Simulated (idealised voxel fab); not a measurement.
Module name: voxel self aligned vias (process module)
Pictured: cross-section cut, 225 nm wide, on a grid of 5 nm square cells.
In this document a cross-section is written as a grid of square cells. It is given as a series of bands, listed from the top down, and a band is one or more rows of cells. For a band, the entry starts with two heights in nm, that of the top and then that of the bottom, and carries on with the band's materials in order from left to right, each alongside its width in nm; the word "edge to edge" beside a single material means it fills the band edge to edge, and "empty" means empty space. For the purposes of this specification, 0 denotes the height below which the wafer in its as-received condition is composed wholly of one material, and the lowermost band, lacking a lower limit, extends downward without end, as expressed in "top 0, no bottom". Width "30->40": first value at the band's top row of cells, second value at its bottom row, equal change from row to row. For the purposes of this document, the phrase "nothing altered" attached to a step denotes that no cell within the cross-section was modified by that step. Voids not open to the top, 8 cells minimum: see "Encapsulated voids". Written width x height at distance; distance is from the left edge; nm. What comes after the settings on a step's line is commentary from the simulator itself on that step. On any step carrying a mask, the "overlay nm" setting, if present on the step's line, tells how far right of its planned place the mask lay; negative values point to the left.
# Steps in the process plan
1: RECEIVE [material Si]
2: CONFORMAL_DEP [material SiO2] [thk nm 15]
3: CONFORMAL_DEP [material SiCN] [thk nm 5]
4: DIRECTIONAL_DEP [material SiO2] [thk nm 25]
5: MASKED_ETCH [tone open] [mask id LINES] [width nm 25] [pitch nm 55] [etch materials SiO2] [depth nm 25] [overlay nm 0]
6: CONFORMAL_DEP [material TiN] [thk nm 5]
7: FILL_DEP [material W] [thk nm 10]
8: CMP [height nm 45]
9: SELECTIVE_ETCH [etch materials W Ru TiN] [depth nm 5]
10: FILL_DEP [material SiN] [thk nm 5]
11: CMP [height nm 45]
12: DIRECTIONAL_DEP [material SiO2] [thk nm 15]
13: MASKED_ETCH [tone open] [mask id VIAS] [width nm 35] [pitch nm 55] [etch materials SiO2] [depth nm 15] [overlay nm 0]
14: MASKED_ETCH [tone open] [mask id VIAS] [width nm 35] [pitch nm 55] [etch materials SiN] [depth nm 5] [overlay nm 0]
15: CONFORMAL_DEP [material TiN] [thk nm 5]
16: FILL_DEP [material W] [thk nm 10]
17: CMP [height nm 60]
18: CONFORMAL_DEP [material SiN] [thk nm 5]
# The first of a set of two wafers, run to plan
# This is the cross-section of the wafer as we received it, i.e. after step 1
	top 0, no bottom  Si edge to edge
	Encapsulated voids: none
# After step 2, in cross-section
	top 15, bottom 0  SiO2 edge to edge
	Below 0, the layers are the same as they were.
# After step 3, in cross-section
	top 20, bottom 15  SiCN edge to edge
	Below 15, the layers are the same as they were.
# After step 4, in cross-section
	top 45, bottom 20  SiO2 edge to edge
	Below 20, the layers are the same as they were.
# After step 5, in cross-section
	top 45, bottom 20  70 SiO2 | 25 empty | 30 SiO2 | 25 empty | 75 SiO2
	Below 20, the layers are the same as they were.
# After step 6, in cross-section
	top 50, bottom 45  75 TiN | 15 empty | 40 TiN | 15 empty | 80 TiN
	top 45, bottom 25  70 SiO2 | 5 TiN | 15 empty | 5 TiN | 30 SiO2 | 5 TiN | 15 empty | 5 TiN | 75 SiO2
	top 25, bottom 20  70 SiO2 | 25 TiN | 30 SiO2 | 25 TiN | 75 SiO2
	Below 20, the layers are the same as they were.
# After step 7, in cross-section
	top 60, bottom 50  W edge to edge
	top 50, bottom 45  75 TiN | 15 W | 40 TiN | 15 W | 80 TiN
	top 45, bottom 25  70 SiO2 | 5 TiN | 15 W | 5 TiN | 30 SiO2 | 5 TiN | 15 W | 5 TiN | 75 SiO2
	Below 25, the layers are the same as they were.
# After step 8, in cross-section
	top 45, bottom 25  70 SiO2 | 5 TiN | 15 W | 5 TiN | 30 SiO2 | 5 TiN | 15 W | 5 TiN | 75 SiO2
	Below 25, the layers are the same as they were.
# After step 9, in cross-section
	top 45, bottom 40  70 SiO2 | 25 empty | 30 SiO2 | 25 empty | 75 SiO2
	Below 40, the layers are the same as they were.
# After step 10, in cross-section
	top 50, bottom 45  SiN edge to edge
	top 45, bottom 40  70 SiO2 | 25 SiN | 30 SiO2 | 25 SiN | 75 SiO2
	Below 40, the layers are the same as they were.
# After step 11, in cross-section
	top 45, bottom 40  70 SiO2 | 25 SiN | 30 SiO2 | 25 SiN | 75 SiO2
	Below 40, the layers are the same as they were.
# After step 12, in cross-section
	top 60, bottom 45  SiO2 edge to edge
	Below 45, the layers are the same as they were.
# After step 13, in cross-section
	top 60, bottom 45  65 SiO2 | 35 empty | 20 SiO2 | 35 empty | 70 SiO2
	Below 45, the layers are the same as they were.
# After step 14, in cross-section
	top 60, bottom 45  65 SiO2 | 35 empty | 20 SiO2 | 35 empty | 70 SiO2
	top 45, bottom 40  70 SiO2 | 25 empty | 30 SiO2 | 25 empty | 75 SiO2
	Below 40, the layers are the same as they were.
# After step 15, in cross-section
	top 65, bottom 60  70 TiN | 25 empty | 30 TiN | 25 empty | 75 TiN
	top 60, bottom 50  65 SiO2 | 5 TiN | 25 empty | 5 TiN | 20 SiO2 | 5 TiN | 25 empty | 5 TiN | 70 SiO2
	top 50, bottom 45  65 SiO2 | 10 TiN | 15 empty | 10 TiN | 20 SiO2 | 10 TiN | 15 empty | 10 TiN | 70 SiO2
	top 45, bottom 40  70 SiO2 | 25 TiN | 30 SiO2 | 25 TiN | 75 SiO2
	Below 40, the layers are the same as they were.
# After step 16, in cross-section
	top 75, bottom 65  W edge to edge
	top 65, bottom 60  70 TiN | 25 W | 30 TiN | 25 W | 75 TiN
	top 60, bottom 50  65 SiO2 | 5 TiN | 25 W | 5 TiN | 20 SiO2 | 5 TiN | 25 W | 5 TiN | 70 SiO2
	top 50, bottom 45  65 SiO2 | 10 TiN | 15 W | 10 TiN | 20 SiO2 | 10 TiN | 15 W | 10 TiN | 70 SiO2
	Below 45, the layers are the same as they were.
# After step 17, in cross-section
	top 60, bottom 50  65 SiO2 | 5 TiN | 25 W | 5 TiN | 20 SiO2 | 5 TiN | 25 W | 5 TiN | 70 SiO2
	Below 50, the layers are the same as they were.
# After step 18, in cross-section
	top 65, bottom 60  SiN edge to edge
	Below 60, the layers are the same as they were.
# Second Wafer (Identical Start and Plan, One Processing Error; Matches First Wafer Through Step 4)
# The second wafer cut through, at the time step 5 was supposed to be finished
	top 45, bottom 20  75 SiO2 | 20 empty | 35 SiO2 | 20 empty | 75 SiO2
	Below 20, the layers are the same as they were.
# The second wafer cut through, at the time step 6 was supposed to be finished
	top 50, bottom 45  80 TiN | 10 empty | 45 TiN | 10 empty | 80 TiN
	top 45, bottom 25  75 SiO2 | 5 TiN | 10 empty | 5 TiN | 35 SiO2 | 5 TiN | 10 empty | 5 TiN | 75 SiO2
	top 25, bottom 20  75 SiO2 | 20 TiN | 35 SiO2 | 20 TiN | 75 SiO2
	Below 20, the layers are the same as they were.
# The second wafer cut through, at the time step 7 was supposed to be finished
	top 60, bottom 50  W edge to edge
	top 50, bottom 45  80 TiN | 10 W | 45 TiN | 10 W | 80 TiN
	top 45, bottom 25  75 SiO2 | 5 TiN | 10 W | 5 TiN | 35 SiO2 | 5 TiN | 10 W | 5 TiN | 75 SiO2
	Below 25, the layers are the same as they were.
# The second wafer cut through, at the time step 8 was supposed to be finished
	top 45, bottom 25  75 SiO2 | 5 TiN | 10 W | 5 TiN | 35 SiO2 | 5 TiN | 10 W | 5 TiN | 75 SiO2
	Below 25, the layers are the same as they were.
# The second wafer cut through, at the time step 9 was supposed to be finished
	top 45, bottom 40  75 SiO2 | 20 empty | 35 SiO2 | 20 empty | 75 SiO2
	Below 40, the layers are the same as they were.
# The second wafer cut through, at the time step 10 was supposed to be finished
	top 50, bottom 45  SiN edge to edge
	top 45, bottom 40  75 SiO2 | 20 SiN | 35 SiO2 | 20 SiN | 75 SiO2
	Below 40, the layers are the same as they were.
# The second wafer cut through, at the time step 11 was supposed to be finished
	top 45, bottom 40  75 SiO2 | 20 SiN | 35 SiO2 | 20 SiN | 75 SiO2
	Below 40, the layers are the same as they were.
# The second wafer cut through, at the time step 12 was supposed to be finished
	top 60, bottom 45  SiO2 edge to edge
	Below 45, the layers are the same as they were.
# The second wafer cut through, at the time step 13 was supposed to be finished
	top 60, bottom 45  65 SiO2 | 35 empty | 20 SiO2 | 35 empty | 70 SiO2
	Below 45, the layers are the same as they were.
# The second wafer cut through, at the time step 14 was supposed to be finished
	top 60, bottom 45  65 SiO2 | 35 empty | 20 SiO2 | 35 empty | 70 SiO2
	top 45, bottom 40  75 SiO2 | 20 empty | 35 SiO2 | 20 empty | 75 SiO2
	Below 40, the layers are the same as they were.
# The second wafer cut through, at the time step 15 was supposed to be finished
	top 65, bottom 60  70 TiN | 25 empty | 30 TiN | 25 empty | 75 TiN
	top 60, bottom 50  65 SiO2 | 5 TiN | 25 empty | 5 TiN | 20 SiO2 | 5 TiN | 25 empty | 5 TiN | 70 SiO2
	top 50, bottom 45  65 SiO2 | 15 TiN | 10 empty | 10 TiN | 20 SiO2 | 15 TiN | 10 empty | 10 TiN | 70 SiO2
	top 45, bottom 40  75 SiO2 | 20 TiN | 35 SiO2 | 20 TiN | 75 SiO2
	Below 40, the layers are the same as they were.
# The second wafer cut through, at the time step 16 was supposed to be finished
	top 75, bottom 65  W edge to edge
	top 65, bottom 60  70 TiN | 25 W | 30 TiN | 25 W | 75 TiN
	top 60, bottom 50  65 SiO2 | 5 TiN | 25 W | 5 TiN | 20 SiO2 | 5 TiN | 25 W | 5 TiN | 70 SiO2
	top 50, bottom 45  65 SiO2 | 15 TiN | 10 W | 10 TiN | 20 SiO2 | 15 TiN | 10 W | 10 TiN | 70 SiO2
	Below 45, the layers are the same as they were.
# The second wafer cut through, at the time step 17 was supposed to be finished
	top 60, bottom 50  65 SiO2 | 5 TiN | 25 W | 5 TiN | 20 SiO2 | 5 TiN | 25 W | 5 TiN | 70 SiO2
	Below 50, the layers are the same as they were.
# The second wafer cut through, at the time step 18 was supposed to be finished
	top 65, bottom 60  SiN edge to edge
	Below 60, the layers are the same as they were.
The plan and the run diverged here: not per plan at step 5, really ran MASKED_ETCH [tone open] [mask id LINES] [width nm 20] [pitch nm 55] [etch materials SiO2] [depth nm 25] [overlay nm 0]
Count the cells at the end and the second wafer has more or fewer of some materials than the first: 10 more of SiO2, 2 fewer of TiN, 8 fewer of W
